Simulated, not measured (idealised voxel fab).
Proc. module: voxel capacitor over wiring
In the cross-section labelled cut, the width is 235 nm and each square cell is 5 nm.
Square cells in a grid make up a cross-section in this document, and the grid is given as bands, listed from the top down, each one or more rows of cells. For a band, the entry starts with two heights in nm, that of the top and then that of the bottom, and carries on with the band's materials in order from left to right, each alongside its width in nm; the word "all across" beside a single material means it fills the band edge to edge, and "empty" means empty space. Counting heights begins at 0, where everything beneath is, in the wafer as received, one material. The lowest band has no bottom; it goes on downwards, as "0..down" shows. It should be noted that a width expressed as "30->40" varies in equal increments from row to row of cells within the band, taking the value of the first number at the top row and that of the second number at the bottom row. What does "left unchanged" mean for a step? It means no cell of the cross-section changed in that step. The list in "Enclosed internal cavities" covers empty spaces of 8 cells or more that cannot reach the top through any open way, and it gives each as width x height at distance; the distance is from the left edge, and width, height and distance are in nm. Heads up: the bit after the settings on a step's line is the simulator's remark on that step. overlay nm: step with mask; distance mask lay right of planned place; negative value = left of planned place.

-- Process steps (planned)
step 1: RECEIVE, material Si
step 2: CONFORMAL_DEP, material SiO2, thk nm 10
step 3: DIRECTIONAL_DEP, material TiN, thk nm 5
step 4: DIRECTIONAL_DEP, material Ru, thk nm 25
step 5: DIRECTIONAL_DEP, material aC, thk nm 10
step 6: PATTERN, tone cover, mask id METAL_1, material resist, width nm 30, pitch nm 80, thk nm 25, overlay nm 0
step 7: DIRECTIONAL_ETCH, etch materials aC, depth nm 10
step 8: STRIP, etch materials resist
step 9: DIRECTIONAL_ETCH, etch materials Ru, depth nm 25
step 10: DIRECTIONAL_ETCH, etch materials TiN, depth nm 5
step 11: STRIP, etch materials aC
step 12: CONFORMAL_DEP, material SiCN, thk nm 5
step 13: FILL_DEP, material lowk, thk nm 10
step 14: CMP, height nm 40
step 15: CONFORMAL_DEP, material SiCN, thk nm 5
step 16: DIRECTIONAL_DEP, material lowk, thk nm 10
step 17: MASKED_ETCH, tone open, mask id PLUG_1, width nm 15, etch materials lowk, depth nm 10, overlay nm 0
step 18: MASKED_ETCH, tone open, mask id PLUG_1, width nm 15, etch materials SiCN, depth nm 5, overlay nm 0
step 19: CONFORMAL_DEP, material TiN, thk nm 5
step 20: FILL_DEP, material Cu, thk nm 10
step 21: CMP, height nm 55
step 22: DIRECTIONAL_DEP, material TiN, thk nm 10
step 23: DIRECTIONAL_DEP, material Al2O3, thk nm 5
step 24: DIRECTIONAL_DEP, material TiN, thk nm 5
step 25: PATTERN, tone cover, mask id UPPER_PLATE, material resist, width nm 55, thk nm 15, overlay nm 0
step 26: DIRECTIONAL_ETCH, etch materials TiN, depth nm 5
step 27: DIRECTIONAL_ETCH, etch materials Al2O3, depth nm 5
step 28: STRIP, etch materials resist
step 29: MASKED_ETCH, tone cover, mask id LOWER_PLATE, width nm 65, etch materials TiN, depth nm 10, overlay nm 0
step 30: FILL_DEP, material SiO2, thk nm 15
step 31: CMP, height nm 85
step 32: PATTERN, tone open, mask id PLUG_2, material resist, width nm 15, thk nm 20, overlay nm 0
step 33: DIRECTIONAL_ETCH, etch materials SiO2, depth nm 10
step 34: STRIP, etch materials resist
step 35: CONFORMAL_DEP, material TiN, thk nm 5
step 36: FILL_DEP, material Cu, thk nm 10
step 37: CMP, height nm 85
step 38: CONFORMAL_DEP, material SiN, thk nm 5

-- The cross-section here shows the wafer as received, i.e. in its state after step 1
> 0..down | Si all across
> Enclosed internal cavities: none

-- The following cross-section depicts the wafer upon conclusion of the module. Processing commenced from the starting condition illustrated above and adhered to the plan illustrated above, save for one mistake in execution
> 90..85 | SiN all across
> 85..80 | 85 nm SiO2  5 nm TiN  5 nm Cu  5 nm TiN  135 nm SiO2
> 80..70 | 85->75 nm SiO2  15->55 nm TiN  135->105 nm SiO2
> 70..65 | 75 nm SiO2  55 nm Al2O3  105 nm SiO2
> 65..55 | 70 nm SiO2  65 nm TiN  100 nm SiO2
> 55..50 | Cu all across
> 50..45 | 80 nm TiN  5 nm Cu  150 nm TiN
> 45..40 | 75 nm SiCN  15 nm TiN  145 nm SiCN
> 40..15 | 55 nm lowk  5 nm SiCN  30 nm Ru  5 nm SiCN  40 nm lowk  5 nm SiCN  30 nm Ru  5 nm SiCN  60 nm lowk
> 15..10 | 60 nm SiCN  30 nm TiN  50 nm SiCN  30 nm TiN  65 nm SiCN
> 10..0 | SiO2 all across
> 0..down | Si all across
> Enclosed internal cavities: none
Where did the run depart from the plan? plan step 16 never ran because it was skipped
